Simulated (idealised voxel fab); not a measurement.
This is a process module. Its name is voxel capacitor over wiring.
The figure presents cross-section cut, which has a width of 140 nm and is divided into square cells with an edge length of 5 nm.
The cross-sections in this document take the form of a grid made of square cells. They are written out as bands, in order from top to bottom. Each band consists of one or more rows of cells.
Look at the band entry: it leads with the top's height and the bottom's height in nm. Then it lists the materials left to right, with a width in nm for each. The word "throughout" on a single material says that material fills the band edge to edge. The word "blank" is empty space.
A quick word on heights: they are counted from 0, and under that level the wafer as it came to us is one material throughout. The lowest band is different from the rest in having no bottom; it simply continues downward, written as in "0 down".
With a width like "30..40", each row of cells in the band differs from the next by the same amount, the top row carrying the first number and the bottom row the second.
"stayed the same", as given for a step, is the statement that not any cell of the cross-section underwent a change during that step.
Voids not open to the top, 8 cells minimum: see "Sealed cavities". Written width x height at distance; distance is from the left edge; nm.
The remark found on a step's line after its settings is issued by the simulator itself and pertains to that step.
A step line may carry the setting "overlay nm", which, for steps involving a mask, states the distance by which the mask lay to the right of its intended position; negative values denote displacement to the left.

The planned process steps are enumerated hereunder:
1,RECEIVE, material Si
2,CONFORMAL_DEP, material SiO2, thk nm 15
3,DIRECTIONAL_DEP, material TiN, thk nm 5
4,DIRECTIONAL_DEP, material W, thk nm 25
5,MASKED_ETCH, tone cover, mask id METAL_1, width nm 20, pitch nm 75, etch materials W, depth nm 25, overlay nm 0
6,MASKED_ETCH, tone cover, mask id METAL_1, width nm 20, pitch nm 75, etch materials TiN, depth nm 5, overlay nm 0
7,FILL_DEP, material lowk, thk nm 5
8,CMP, height nm 45
9,CONFORMAL_DEP, material SiCN, thk nm 5
10,DIRECTIONAL_DEP, material lowk, thk nm 15
11,PATTERN, tone open, mask id PLUG_1, material resist, width nm 15, thk nm 20, overlay nm 0
12,DIRECTIONAL_ETCH, etch materials lowk, depth nm 15
13,DIRECTIONAL_ETCH, etch materials SiCN, depth nm 5
14,STRIP, etch materials resist
15,EPI, material Ru, thk nm 10
16,EPI, material Ru, thk nm 10
17,DIRECTIONAL_DEP, material TiN, thk nm 5
18,DIRECTIONAL_DEP, material SiN, thk nm 5
19,DIRECTIONAL_DEP, material TiN, thk nm 10
20,PATTERN, tone cover, mask id UPPER_PLATE, material resist, width nm 60, thk nm 20, overlay nm 0
21,DIRECTIONAL_ETCH, etch materials TiN, depth nm 10
22,DIRECTIONAL_ETCH, etch materials SiN, depth nm 5
23,STRIP, etch materials resist
24,DIRECTIONAL_DEP, material aC, thk nm 10
25,PATTERN, tone cover, mask id LOWER_PLATE, material resist, width nm 70, thk nm 30, overlay nm 0
26,DIRECTIONAL_ETCH, etch materials aC, depth nm 10
27,STRIP, etch materials resist
28,DIRECTIONAL_ETCH, etch materials TiN, depth nm 5
29,STRIP, etch materials aC
30,FILL_DEP, material SiO2, thk nm 15
31,CMP, height nm 95
32,MASKED_ETCH, tone open, mask id PLUG_2, width nm 15, etch materials SiO2, depth nm 10, overlay nm 0
33,CONFORMAL_DEP, material TiN, thk nm 5
34,FILL_DEP, material Cu, thk nm 5
35,CMP, height nm 95
36,CONFORMAL_DEP, material SiCN, thk nm 5

As received (post step 1): cross-section:
    0 down  Si throughout
    Sealed cavities: none

Same starting wafer, same plan as above, one mistake in the execution; this is the cross-section at the end of the module:
    100 to 95  SiCN throughout
    95 to 90  35 SiO2  50 TiN  55 SiO2
    90 to 85  35 SiO2  5 TiN  45 SiN  55 SiO2
    85 to 80  20 SiO2  70 TiN  50 SiO2
    80 to 75  25 lowk  15 TiN  100 lowk
    75 to 70  25 lowk  15 SiN  100 lowk
    70 to 65  25 lowk  15 TiN  100 lowk
    65 to 50  lowk throughout
    50 to 45  SiCN throughout
    45 to 20  20 lowk  20 W  55 lowk  20 W  25 lowk
    20 to 15  20 lowk  20 TiN  55 lowk  20 TiN  25 lowk
    15 to 0  SiO2 throughout
    0 down  Si throughout
    Sealed cavities: none
Finding, execution versus plan: plan step 10 ran twice
